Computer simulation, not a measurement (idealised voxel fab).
Proc. module: voxel self aligned contacts
Square cell edge 5 nm, section width 235 nm, ID cut.
We lay out every cross-section as a grid of square cells and spell it out in bands from the top down, where one band means one or more rows of cells. Read a band's entry like this: the first values are the height of its top and the height of its bottom in nm, and what follows is the sequence of materials from left to right, each with its width in nm. Note that "blank" is empty space, and that a single material marked "full width" reaches across the band from edge to edge. Below 0: as-received wafer, all one material; heights counted from there. Lowest band: no bottom, goes on down, written "0 and below". You'd read "30..40" like this: the band's top row of cells is as wide as the first number, its bottom row is as wide as the second, and going down, every row changes width by the same amount as the row before did. The cross-section has no changed cell in any step marked "remains unaltered". The entry titled "Entrapped voids" provides the empty spaces that have no open way to the top, restricted to those of 8 cells or more. Each is presented as width x height at distance, the distance being measured from the left edge, with all three in nm. Whatever follows a step's settings on its line is a remark the simulator itself makes about that step. The line of a step may include "overlay nm". On a step with a mask, this value is how far to the right of its planned place the mask lay. A negative value means the mask lay to the left.

-- Here's what the planned process steps look like
- 1: RECEIVE (material Si)
- 2: CONFORMAL_DEP (material SiO2; thk nm 5)
- 3: DIRECTIONAL_DEP (material polySi; thk nm 20)
- 4: DIRECTIONAL_DEP (material SiN; thk nm 25)
- 5: MASKED_ETCH (tone cover; mask id GATE; width nm 25; pitch nm 65; etch materials SiN; depth nm 25; overlay nm 0)
- 6: MASKED_ETCH (tone cover; mask id GATE; width nm 25; pitch nm 65; etch materials polySi; depth nm 20; overlay nm 0)
- 7: CONFORMAL_DEP (material SiN; thk nm 10)
- 8: DIRECTIONAL_ETCH (etch materials SiN; depth nm 10)
- 9: FILL_DEP (material SiO2; thk nm 15)
- 10: CMP (height nm 60)
- 11: PATTERN (tone open; mask id CONTACT; material resist; width nm 50; pitch nm 65; thk nm 20; overlay nm 0)
- 12: DIRECTIONAL_ETCH (etch materials SiO2; depth nm 60)
- 13: STRIP (etch materials resist)
- 14: CONFORMAL_DEP (material TiN; thk nm 5)
- 15: FILL_DEP (material Ru; thk nm 10)
- 16: CMP (height nm 60)
- 17: CONFORMAL_DEP (material SiCN; thk nm 5)

-- First of two wafers, with the run carried out as planned

-- Cross-section, incoming material, after step 1
* 0 and below | Si full width
* Entrapped voids: none

-- Take a look at the wafer's cross-section after step 2
* 5 down to 0 | SiO2 full width
* Unchanged below 0.

-- Take a look at the wafer's cross-section after step 3
* 25 down to 5 | polySi full width
* Unchanged below 5.

-- Take a look at the wafer's cross-section after step 4
* 50 down to 25 | SiN full width
* Unchanged below 25.

-- Take a look at the wafer's cross-section after step 5
* 50 down to 25 | blank=40; SiN=25; blank=40; SiN=25; blank=40; SiN=25; blank=40
* Unchanged below 25.

-- Take a look at the wafer's cross-section after step 6
* 50 down to 25 | blank=40; SiN=25; blank=40; SiN=25; blank=40; SiN=25; blank=40
* 25 down to 5 | blank=40; polySi=25; blank=40; polySi=25; blank=40; polySi=25; blank=40
* Unchanged below 5.

-- Take a look at the wafer's cross-section after step 7
* 60 down to 25 | blank=30; SiN=45; blank=20; SiN=45; blank=20; SiN=45; blank=30
* 25 down to 15 | blank=30; SiN=10; polySi=25; SiN=10; blank=20; SiN=10; polySi=25; SiN=10; blank=20; SiN=10; polySi=25; SiN=10; blank=30
* 15 down to 5 | SiN=40; polySi=25; SiN=40; polySi=25; SiN=40; polySi=25; SiN=40
* Unchanged below 5.

-- Take a look at the wafer's cross-section after step 8
* 50 down to 25 | blank=30; SiN=45; blank=20; SiN=45; blank=20; SiN=45; blank=30
* 25 down to 5 | blank=30; SiN=10; polySi=25; SiN=10; blank=20; SiN=10; polySi=25; SiN=10; blank=20; SiN=10; polySi=25; SiN=10; blank=30
* Unchanged below 5.

-- Take a look at the wafer's cross-section after step 9
* 65 down to 50 | SiO2 full width
* 50 down to 25 | SiO2=30; SiN=45; SiO2=20; SiN=45; SiO2=20; SiN=45; SiO2=30
* 25 down to 5 | SiO2=30; SiN=10; polySi=25; SiN=10; SiO2=20; SiN=10; polySi=25; SiN=10; SiO2=20; SiN=10; polySi=25; SiN=10; SiO2=30
* Unchanged below 5.

-- Take a look at the wafer's cross-section after step 10
* 60 down to 50 | SiO2 full width
* Unchanged below 50.

-- Take a look at the wafer's cross-section after step 11
* 80 down to 60 | resist=60; blank=50; resist=15; blank=50; resist=60
* Unchanged below 60.

-- Take a look at the wafer's cross-section after step 12
* 80 down to 60 | resist=60; blank=50; resist=15; blank=50; resist=60
* 60 down to 50 | SiO2=60; blank=50; SiO2=15; blank=50; SiO2=60
* 50 down to 25 | SiO2=30; SiN=45; blank=20; SiN=45; blank=20; SiN=45; SiO2=30
* 25 down to 5 | SiO2=30; SiN=10; polySi=25; SiN=10; blank=20; SiN=10; polySi=25; SiN=10; blank=20; SiN=10; polySi=25; SiN=10; SiO2=30
* 5 down to 0 | SiO2=75; blank=20; SiO2=45; blank=20; SiO2=75
* Unchanged below 0.

-- Take a look at the wafer's cross-section after step 13
* 60 down to 50 | SiO2=60; blank=50; SiO2=15; blank=50; SiO2=60
* Unchanged below 50.

-- Take a look at the wafer's cross-section after step 14
* 65 down to 60 | TiN=65; blank=40; TiN=25; blank=40; TiN=65
* 60 down to 50 | SiO2=60; TiN=5..20; blank=40..10; TiN=5..20; SiO2=15; TiN=5..20; blank=40..10; TiN=5..20; SiO2=60
* 50 down to 25 | SiO2=30; SiN=45; TiN=5; blank=10; TiN=5; SiN=45; TiN=5; blank=10; TiN=5; SiN=45; SiO2=30
* 25 down to 5 | SiO2=30; SiN=10; polySi=25; SiN=10; TiN=5; blank=10; TiN=5; SiN=10; polySi=25; SiN=10; TiN=5; blank=10; TiN=5; SiN=10; polySi=25; SiN=10; SiO2=30
* 5 down to 0 | SiO2=75; TiN=20; SiO2=45; TiN=20; SiO2=75
* Unchanged below 0.

-- Take a look at the wafer's cross-section after step 15
* 75 down to 65 | Ru full width
* 65 down to 60 | TiN=65; Ru=40; TiN=25; Ru=40; TiN=65
* 60 down to 50 | SiO2=60; TiN=5..20; Ru=40..10; TiN=5..20; SiO2=15; TiN=5..20; Ru=40..10; TiN=5..20; SiO2=60
* 50 down to 25 | SiO2=30; SiN=45; TiN=5; Ru=10; TiN=5; SiN=45; TiN=5; Ru=10; TiN=5; SiN=45; SiO2=30
* 25 down to 5 | SiO2=30; SiN=10; polySi=25; SiN=10; TiN=5; Ru=10; TiN=5; SiN=10; polySi=25; SiN=10; TiN=5; Ru=10; TiN=5; SiN=10; polySi=25; SiN=10; SiO2=30
* Unchanged below 5.

-- Take a look at the wafer's cross-section after step 16
* 60 down to 50 | SiO2=60; TiN=5..20; Ru=40..10; TiN=5..20; SiO2=15; TiN=5..20; Ru=40..10; TiN=5..20; SiO2=60
* Unchanged below 50.

-- Take a look at the wafer's cross-section after step 17
* 65 down to 60 | SiCN full width
* Unchanged below 60.

-- The second wafer: identical to the first at the outset and in its planned sequence, differing only in that one mistake was made during processing; up to and including step 2, its path is the first wafer's path

-- Second wafer, sectioned view, at step 3's planned end time
* 30 down to 5 | SiN full width
* Unchanged below 5.

-- Second wafer, sectioned view, at step 4's planned end time
* 50 down to 30 | polySi full width
* Unchanged below 30.

Second wafer, sectioned view, at step 5's planned end time: remains unaltered

-- Second wafer, sectioned view, at step 6's planned end time
* 50 down to 30 | blank=40; polySi=25; blank=40; polySi=25; blank=40; polySi=25; blank=40
* Unchanged below 30.

-- Second wafer, sectioned view, at step 7's planned end time
* 60 down to 50 | blank=30; SiN=45; blank=20; SiN=45; blank=20; SiN=45; blank=30
* 50 down to 40 | blank=30; SiN=10; polySi=25; SiN=10; blank=20; SiN=10; polySi=25; SiN=10; blank=20; SiN=10; polySi=25; SiN=10; blank=30
* 40 down to 30 | SiN=40; polySi=25; SiN=40; polySi=25; SiN=40; polySi=25; SiN=40
* Unchanged below 30.

-- Second wafer, sectioned view, at step 8's planned end time
* 50 down to 30 | blank=30; SiN=10; polySi=25; SiN=10; blank=20; SiN=10; polySi=25; SiN=10; blank=20; SiN=10; polySi=25; SiN=10; blank=30
* Unchanged below 30.

-- Second wafer, sectioned view, at step 9's planned end time
* 65 down to 50 | SiO2 full width
* 50 down to 30 | SiO2=30; SiN=10; polySi=25; SiN=10; SiO2=20; SiN=10; polySi=25; SiN=10; SiO2=20; SiN=10; polySi=25; SiN=10; SiO2=30
* Unchanged below 30.

-- Second wafer, sectioned view, at step 10's planned end time
* 60 down to 50 | SiO2 full width
* Unchanged below 50.

-- Second wafer, sectioned view, at step 11's planned end time
* 80 down to 60 | resist=60; blank=50; resist=15; blank=50; resist=60
* Unchanged below 60.

-- Second wafer, sectioned view, at step 12's planned end time
* 80 down to 60 | resist=60; blank=50; resist=15; blank=50; resist=60
* 60 down to 50 | SiO2=60; blank=50; SiO2=15; blank=50; SiO2=60
* 50 down to 30 | SiO2=30; SiN=10; polySi=25; SiN=10; blank=20; SiN=10; polySi=25; SiN=10; blank=20; SiN=10; polySi=25; SiN=10; SiO2=30
* Unchanged below 30.

-- Second wafer, sectioned view, at step 13's planned end time
* 60 down to 50 | SiO2=60; blank=50; SiO2=15; blank=50; SiO2=60
* Unchanged below 50.

-- Second wafer, sectioned view, at step 14's planned end time
* 65 down to 60 | TiN=65; blank=40; TiN=25; blank=40; TiN=65
* 60 down to 50 | SiO2=60; TiN=5..20; blank=40..10; TiN=5..20; SiO2=15; TiN=5..20; blank=40..10; TiN=5..20; SiO2=60
* 50 down to 35 | SiO2=30; SiN=10; polySi=25; SiN=10; TiN=5; blank=10; TiN=5; SiN=10; polySi=25; SiN=10; TiN=5; blank=10; TiN=5; SiN=10; polySi=25; SiN=10; SiO2=30
* 35 down to 30 | SiO2=30; SiN=10; polySi=25; SiN=10; TiN=20; SiN=10; polySi=25; SiN=10; TiN=20; SiN=10; polySi=25; SiN=10; SiO2=30
* Unchanged below 30.

-- Second wafer, sectioned view, at step 15's planned end time
* 75 down to 65 | Ru full width
* 65 down to 60 | TiN=65; Ru=40; TiN=25; Ru=40; TiN=65
* 60 down to 50 | SiO2=60; TiN=5..20; Ru=40..10; TiN=5..20; SiO2=15; TiN=5..20; Ru=40..10; TiN=5..20; SiO2=60
* 50 down to 35 | SiO2=30; SiN=10; polySi=25; SiN=10; TiN=5; Ru=10; TiN=5; SiN=10; polySi=25; SiN=10; TiN=5; Ru=10; TiN=5; SiN=10; polySi=25; SiN=10; SiO2=30
* Unchanged below 35.

-- Second wafer, sectioned view, at step 16's planned end time
* 60 down to 50 | SiO2=60; TiN=5..20; Ru=40..10; TiN=5..20; SiO2=15; TiN=5..20; Ru=40..10; TiN=5..20; SiO2=60
* Unchanged below 50.

-- Second wafer, sectioned view, at step 17's planned end time
* 65 down to 60 | SiCN full width
* Unchanged below 60.
It is concluded that the wafer was processed incorrectly with respect to the plan, in that plan vs actual: 3 and 4 interchanged
Wrapping up, a cell-based count of both wafers puts the second over or under the first for these materials: 24 fewer of Ru; 100 more of SiN; 52 fewer of SiO2; 24 fewer of TiN
